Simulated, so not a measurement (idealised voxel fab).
Presented below is a process module, voxel trench capacitor.
Displayed cross-section: cut, width of 280 nm, square cells sized 5 nm.
This document writes a cross-section as a grid whose cells are square, and gives it as bands, listed from the top down; one or more rows of cells form a band.
Top, bottom (nm), then materials left to right with widths (nm); lone material tagged "edge to edge" fills the whole band edge to edge; "blank" = empty space.
Beneath 0, the wafer as received is one material, and that level is where height counting begins. The lowest band goes on downward without a bottom; it is written like "0..down".
Width: "30 to 40" (first number = top row, second number = bottom row, same change from row to row of cells).
Key: "nothing altered" - step with no changed cell in the cross-section.
Basically, "Enclosed void inventory" tells you about the enclosed voids: empty spaces with no open way to the top, 8 cells or bigger, each written width x height at distance, where distance is from the left edge, all in nm.
Post-settings text on a step line: simulator's own remark regarding the step.
overlay nm: right-of-plan distance of the mask on a masked step; negative values mean left-of-plan.

The following list gives the planned process steps
1,RECEIVE (material Si)
2,CONFORMAL_DEP (material SiN; thk nm 10)
3,MASKED_ETCH (tone open; mask id TRENCH; width nm 25; pitch nm 55; etch materials SiN; depth nm 10; overlay nm 0)
4,MASKED_ETCH (tone open; mask id TRENCH; width nm 25; pitch nm 55; etch materials Si; depth nm 30; overlay nm 0)
5,CONFORMAL_DEP (material SiO2; thk nm 5)
6,FILL_DEP (material polySi; thk nm 5)
7,CMP (height nm 10)

Shown in cross-section is the wafer as received, that is, as it stands after step 1
    0..down  Si edge to edge
    Enclosed void inventory: none

Cross-section: first of two wafers, module finished, run according to plan
    10..0  SiN (45)  SiO2 (5)  polySi (15)  SiO2 (5)  SiN (30)  SiO2 (5)  polySi (15)  SiO2 (5)  SiN (30)  SiO2 (5)  polySi (15)  SiO2 (5)  SiN (30)  SiO2 (5)  polySi (15)  SiO2 (5)  SiN (45)
    0..-25  Si (45)  SiO2 (5)  polySi (15)  SiO2 (5)  Si (30)  SiO2 (5)  polySi (15)  SiO2 (5)  Si (30)  SiO2 (5)  polySi (15)  SiO2 (5)  Si (30)  SiO2 (5)  polySi (15)  SiO2 (5)  Si (45)
    -25..-30  Si (45)  SiO2 (25)  Si (30)  SiO2 (25)  Si (30)  SiO2 (25)  Si (30)  SiO2 (25)  Si (45)
    -30..down  Si edge to edge
    Enclosed void inventory: none

Here's the second of our two wafers sectioned at module end. Same start as the first, same plan, but one mistake got made running it
    10..5  polySi edge to edge
    5..0  SiO2 (50)  polySi (15)  SiO2 (40)  polySi (15)  SiO2 (40)  polySi (15)  SiO2 (40)  polySi (15)  SiO2 (50)
    0..-25  Si (45)  SiO2 (5)  polySi (15)  SiO2 (5)  Si (30)  SiO2 (5)  polySi (15)  SiO2 (5)  Si (30)  SiO2 (5)  polySi (15)  SiO2 (5)  Si (30)  SiO2 (5)  polySi (15)  SiO2 (5)  Si (45)
    -25..-30  Si (45)  SiO2 (25)  Si (30)  SiO2 (25)  Si (30)  SiO2 (25)  Si (30)  SiO2 (25)  Si (45)
    -30..down  Si edge to edge
    Enclosed void inventory: none
Diagnosis: step 2 from the plan never happened, it was just skipped
FYI, end of process, the second wafer has more or fewer cells of some materials than the first: 72 fewer of SiN; 28 more of SiO2; 44 more of polySi
